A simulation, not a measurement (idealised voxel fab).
The process module presented herein is designated voxel fin reveal.
This is section cut - it's 300 nm across, gridded in 5 nm square cells.
When this document writes out a cross-section, it uses a grid of square cells and lists it as bands, beginning at the top and moving down, with a band standing for one or more rows of cells.
Look at the band entry: it leads with the top's height and the bottom's height in nm. Then it lists the materials left to right, with a width in nm for each. The word "full width" on a single material says that material fills the band edge to edge. The word "blank" is empty space.
Note: height 0 marks the level under which the wafer is uniformly one material as received. Lowest band unbounded below, written "top 0, no bottom".
So if you see something like "30->40" for the width, read it as the top row of the band sitting at the first number and the bottom row at the second, with every row in between moving by the same amount as the last.
"nothing altered", as given for a step, is the statement that not any cell of the cross-section underwent a change during that step.
Closed empty spaces (no open way to the top) of 8 cells or more are what "Voids lacking openings" lists, each as width x height at distance from the left edge, nm for all three.
after a step's settings: what the simulator itself notes on the step
overlay nm: mask right of planned place by this much (step with mask). Neg. = left.
# So here's the lineup of process steps we planned
1,RECEIVE | material Si
2,CONFORMAL_DEP | material SiN | thk nm 10
3,MASKED_ETCH | tone cover | mask id FINS | width nm 15 | pitch nm 35 | etch materials SiN | depth nm 10 | overlay nm 0
4,MASKED_ETCH | tone cover | mask id FINS | width nm 15 | pitch nm 35 | etch materials Si | depth nm 30 | overlay nm 0
5,OXIDIZE | depth nm 5
6,FILL_DEP | material SiO2 | thk nm 10
7,CMP | height nm 10
8,SELECTIVE_ETCH | etch materials SiO2 | depth nm 25
9,STRIP | etch materials SiN
# Cross-section of the wafer upon arrival, representing the state reached after step 1
top 0, no bottom | Si full width
Voids lacking openings: none
# First of two wafers: cross-section at end of module, run per plan
top 0, bottom -15 | 95 nm blank, then 5 nm Si, then 30 nm blank, then 5 nm Si, then 30 nm blank, then 5 nm Si, then 30 nm blank, then 5 nm Si, then 95 nm blank
top -15, bottom -35 | 95 nm SiO2, then 5 nm Si, then 30 nm SiO2, then 5 nm Si, then 30 nm SiO2, then 5 nm Si, then 30 nm SiO2, then 5 nm Si, then 95 nm SiO2
top -35, no bottom | Si full width
Voids lacking openings: none
# Cross-section, wafer two of two, end of module: same start and plan as wafer one, one error in execution
top 0, bottom -15 | 95 nm blank, then 5 nm Si, then 30 nm blank, then 5 nm Si, then 30 nm blank, then 5 nm Si, then 30 nm blank, then 5 nm Si, then 95 nm blank
top -15, bottom -65 | 95 nm SiO2, then 5 nm Si, then 30 nm SiO2, then 5 nm Si, then 30 nm SiO2, then 5 nm Si, then 30 nm SiO2, then 5 nm Si, then 95 nm SiO2
top -65, no bottom | Si full width
Voids lacking openings: none
Which mistake was made when the wafer was run? plan step 4 was conducted twice
Upon completion, the second wafer contains, in terms of cells, a greater or smaller amount of certain materials than the first wafer: Si: 336 fewer, SiO2: 336 more
